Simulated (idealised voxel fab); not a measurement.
Process module heading - voxel capacitor over wiring
Section shown: cut. Width: 140 nm. Cell size: 5 nm, square.
For the purposes of this document, a cross-section shall be understood as a grid of square cells, specified as bands listed in top-to-bottom order, each band consisting of one or more rows of cells.
Band: top height; bottom height; in nm. Then, left to right: material with width in nm, for each material. "edge to edge": a single material spanning edge to edge. "empty": empty space.
Height datum 0, below which the as-received substrate wafer is one material. Lowest band open at the bottom, running downward: "0 nm and below".
The notation "30->40" denotes a width that varies across the rows of cells in the band, beginning at the first number in the top row, finishing at the second number in the bottom row, and changing by an identical amount from each row to the next.
Where a step carries "no change", the cross-section came out of it unchanged, cell for cell.
"Voids, fully enclosed": empty spaces of 8 cells or more with no open way to the top, each given as width x height at distance, distance from the left edge, all in nm.
What comes after the settings on a step's line is commentary from the simulator itself on that step.
overlay nm: right-of-plan distance of the mask on a masked step; negative values mean left-of-plan.

**These are the steps we planned for the process**
1. RECEIVE [material Si]
2. CONFORMAL_DEP [material SiO2] [thk nm 15]
3. DIRECTIONAL_DEP [material TiN] [thk nm 5]
4. DIRECTIONAL_DEP [material W] [thk nm 20]
5. MASKED_ETCH [tone cover] [mask id METAL_1] [width nm 20] [pitch nm 80] [etch materials W] [depth nm 20] [overlay nm 0]
6. MASKED_ETCH [tone cover] [mask id METAL_1] [width nm 20] [pitch nm 80] [etch materials TiN] [depth nm 5] [overlay nm 0]
7. FILL_DEP [material lowk] [thk nm 10]
8. CMP [height nm 40]
9. CONFORMAL_DEP [material SiCN] [thk nm 5]
10. DIRECTIONAL_DEP [material lowk] [thk nm 10]
11. PATTERN [tone open] [mask id PLUG_1] [material resist] [width nm 15] [thk nm 20] [overlay nm 0]
12. DIRECTIONAL_ETCH [etch materials lowk] [depth nm 10]
13. DIRECTIONAL_ETCH [etch materials SiCN] [depth nm 5]
14. STRIP [etch materials resist]
15. CONFORMAL_DEP [material TiN] [thk nm 5]
16. FILL_DEP [material Cu] [thk nm 10]
17. CMP [height nm 55]
18. DIRECTIONAL_DEP [material TiN] [thk nm 10]
19. DIRECTIONAL_DEP [material Al2O3] [thk nm 5]
20. DIRECTIONAL_DEP [material TiN] [thk nm 10]
21. PATTERN [tone cover] [mask id UPPER_PLATE] [material resist] [width nm 65] [thk nm 20] [overlay nm 0]
22. DIRECTIONAL_ETCH [etch materials TiN] [depth nm 10]
23. DIRECTIONAL_ETCH [etch materials Al2O3] [depth nm 5]
24. STRIP [etch materials resist]
25. PATTERN [tone cover] [mask id LOWER_PLATE] [material resist] [width nm 75] [thk nm 20] [overlay nm 0]
26. DIRECTIONAL_ETCH [etch materials TiN] [depth nm 10]
27. STRIP [etch materials resist]
28. FILL_DEP [material SiO2] [thk nm 20]
29. CMP [height nm 95]
30. MASKED_ETCH [tone open] [mask id PLUG_2] [width nm 15] [etch materials SiO2] [depth nm 15] [overlay nm 0]
31. CONFORMAL_DEP [material TiN] [thk nm 5]
32. FILL_DEP [material Ru] [thk nm 10]
33. CMP [height nm 95]
34. CONFORMAL_DEP [material SiCN] [thk nm 5]

**Cross-section of the incoming wafer, state after step 1**
* 0 nm and below: Si edge to edge
* Voids, fully enclosed: none

**The first of the two wafers as seen in cross-section once the module was finished; processing followed the plan**
* 100 nm to 95 nm: SiCN edge to edge
* 95 nm to 85 nm: SiO2 35 nm, then TiN 5 nm, then Ru 5 nm, then TiN 5 nm, then SiO2 90 nm
* 85 nm to 80 nm: SiO2 35 nm, then TiN 15 nm, then SiO2 90 nm
* 80 nm to 70 nm: SiO2 25 nm, then TiN 65 nm, then SiO2 50 nm
* 70 nm to 65 nm: SiO2 25 nm, then Al2O3 65 nm, then SiO2 50 nm
* 65 nm to 55 nm: SiO2 20 nm, then TiN 75 nm, then SiO2 45 nm
* 55 nm to 45 nm: lowk 25 nm, then TiN 5 nm, then Cu 5 nm, then TiN 5 nm, then lowk 100 nm
* 45 nm to 40 nm: SiCN 25 nm, then TiN 15 nm, then SiCN 100 nm
* 40 nm to 20 nm: lowk 20 nm, then W 20 nm, then lowk 60 nm, then W 20 nm, then lowk 20 nm
* 20 nm to 15 nm: lowk 20 nm, then TiN 20 nm, then lowk 60 nm, then TiN 20 nm, then lowk 20 nm
* 15 nm to 0 nm: SiO2 edge to edge
* 0 nm and below: Si edge to edge
* Voids, fully enclosed: none

**Second wafer cross-section at end of module - shared start and plan with the first, one mistake in the run**
* 100 nm to 95 nm: SiCN edge to edge
* 95 nm to 85 nm: SiO2 35 nm, then TiN 5 nm, then Ru 5 nm, then TiN 5 nm, then SiO2 90 nm
* 85 nm to 80 nm: SiO2 35 nm, then TiN 15 nm, then SiO2 90 nm
* 80 nm to 75 nm: SiO2 25 nm, then Al2O3 65 nm, then SiO2 50 nm
* 75 nm to 65 nm: SiO2 20 nm, then TiN 75 nm, then SiO2 45 nm
* 65 nm to 55 nm: TiN edge to edge
* 55 nm to 45 nm: lowk 25 nm, then TiN 5 nm, then Cu 5 nm, then TiN 5 nm, then lowk 100 nm
* 45 nm to 40 nm: SiCN 25 nm, then TiN 15 nm, then SiCN 100 nm
* 40 nm to 20 nm: lowk 20 nm, then W 20 nm, then lowk 60 nm, then W 20 nm, then lowk 20 nm
* 20 nm to 15 nm: lowk 20 nm, then TiN 20 nm, then lowk 60 nm, then TiN 20 nm, then lowk 20 nm
* 15 nm to 0 nm: SiO2 edge to edge
* 0 nm and below: Si edge to edge
* Voids, fully enclosed: none
what went wrong: contrary to the plan, steps 19 and 20 were processed in exchanged order
Materials where the second wafer ends with more or fewer cells than the first: SiO2 -30; TiN +30
